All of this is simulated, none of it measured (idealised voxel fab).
Process module in this document: voxel self aligned vias
Pictured: cross-section cut, 295 nm wide, on a grid of 5 nm square cells.
Cross-sections here: square-cell grids, written as top-down lists of bands, a band being one or more rows of cells.
Heads up on the band format: heights come first, top then bottom, in nm. After that it's the materials left to right, each with its width in nm. A single material flagged "edge to edge" fills the whole band edge to edge, and "empty" means there's empty space there.
Height datum 0, below which the as-received substrate wafer is one material. Lowest band open at the bottom, running downward: "0 down".
A width such as "30 to 40" changes by the same amount from each row of cells to the next, from the band's top row to its bottom row.
Step note "nothing altered" = no cross-section cell changed.
"Enclosed cavities" enumerates empty spaces isolated from the top, with no open way to it, that contain at least 8 cells, giving each as width x height at distance from the left edge, all three in nm.
Past the settings on a step's line: simulator remark, on that step.
overlay nm: how far to the right of its planned place the mask lay on this masked step (negative: to the left).

### Steps in the process plan
1,RECEIVE, material Si
2,CONFORMAL_DEP, material SiO2, thk nm 15
3,CONFORMAL_DEP, material SiCN, thk nm 5
4,DIRECTIONAL_DEP, material lowk, thk nm 20
5,PATTERN, tone open, mask id LINES, material resist, width nm 30, pitch nm 55, thk nm 15, overlay nm 0
6,DIRECTIONAL_ETCH, etch materials lowk, depth nm 20
7,STRIP, etch materials resist
8,CONFORMAL_DEP, material TiN, thk nm 5
9,FILL_DEP, material W, thk nm 10
10,CMP, height nm 40
11,SELECTIVE_ETCH, etch materials W Ru TiN, depth nm 5
12,FILL_DEP, material SiN, thk nm 5
13,CMP, height nm 40
14,DIRECTIONAL_DEP, material lowk, thk nm 15
15,MASKED_ETCH, tone open, mask id VIAS, width nm 40, pitch nm 110, etch materials lowk, depth nm 15, overlay nm -15
16,MASKED_ETCH, tone open, mask id VIAS, width nm 40, pitch nm 110, etch materials SiN, depth nm 5, overlay nm 0
17,CONFORMAL_DEP, material TiN, thk nm 5
18,FILL_DEP, material W, thk nm 5
19,CMP, height nm 55
20,CONFORMAL_DEP, material SiCN, thk nm 5
The wafers in this document start out alike and differ in the overlay nm applied at step 15; the plan shows the value used for the first wafer.

### Cross-section: the first of several wafers in its as-received state, i.e. following step 1
    0 down = Si edge to edge
    Enclosed cavities: none

### Once step 20, the last step, is complete, the module is at its end; this is the cross-section of the first of several wafers
    60 to 55 = SiCN edge to edge
    55 to 45 = lowk=55; TiN=5; W=30; TiN=5; lowk=70; TiN=5; W=30; TiN=5; lowk=90
    45 to 40 = lowk=55; TiN=25; W=10; TiN=5; lowk=70; TiN=25; W=10; TiN=5; lowk=90
    40 to 35 = lowk=75; TiN=20; SiN=10; lowk=25; SiN=30; lowk=25; TiN=20; SiN=10; lowk=80
    35 to 25 = lowk=75; TiN=5; W=20; TiN=5; lowk=25; TiN=5; W=20; TiN=5; lowk=25; TiN=5; W=20; TiN=5; lowk=80
    25 to 20 = lowk=75; TiN=30; lowk=25; TiN=30; lowk=25; TiN=30; lowk=80
    20 to 15 = SiCN edge to edge
    15 to 0 = SiO2 edge to edge
    0 down = Si edge to edge
    Enclosed cavities: none

### Here's the last wafer cross-sectioned at the end of the module
    60 to 55 = SiCN edge to edge
    55 to 45 = lowk=85; TiN=5; W=30; TiN=5; lowk=70; TiN=5; W=30; TiN=5; lowk=60
    45 to 40 = lowk=85; TiN=5; W=10; TiN=25; lowk=70; TiN=5; W=10; TiN=25; lowk=60
    40 to 35 = lowk=75; SiN=10; TiN=20; lowk=25; SiN=30; lowk=25; SiN=10; TiN=20; lowk=80
    35 to 25 = lowk=75; TiN=5; W=20; TiN=5; lowk=25; TiN=5; W=20; TiN=5; lowk=25; TiN=5; W=20; TiN=5; lowk=80
    25 to 20 = lowk=75; TiN=30; lowk=25; TiN=30; lowk=25; TiN=30; lowk=80
    20 to 15 = SiCN edge to edge
    15 to 0 = SiO2 edge to edge
    0 down = Si edge to edge
    Enclosed cavities: none

### wafer rows; end of module; cells per material since receipt: (+) gained, (-) lost; then closed voids
overlay nm -15; +118 SiCN; +10 SiN; +177 SiO2; +58 TiN; +52 W; +293 lowk; Enclosed cavities: none
overlay nm -10; +118 SiCN; +8 SiN; +177 SiO2; +58 TiN; +54 W; +293 lowk; Enclosed cavities: none
overlay nm -5; +118 SiCN; +6 SiN; +177 SiO2; +58 TiN; +56 W; +293 lowk; Enclosed cavities: none
overlay nm 0; +118 SiCN; +6 SiN; +177 SiO2; +58 TiN; +56 W; +293 lowk; Enclosed cavities: none
overlay nm 5; +118 SiCN; +6 SiN; +177 SiO2; +58 TiN; +56 W; +293 lowk; Enclosed cavities: none
overlay nm 10; +118 SiCN; +8 SiN; +177 SiO2; +58 TiN; +54 W; +293 lowk; Enclosed cavities: none
overlay nm 15; +118 SiCN; +10 SiN; +177 SiO2; +58 TiN; +52 W; +293 lowk; Enclosed cavities: none
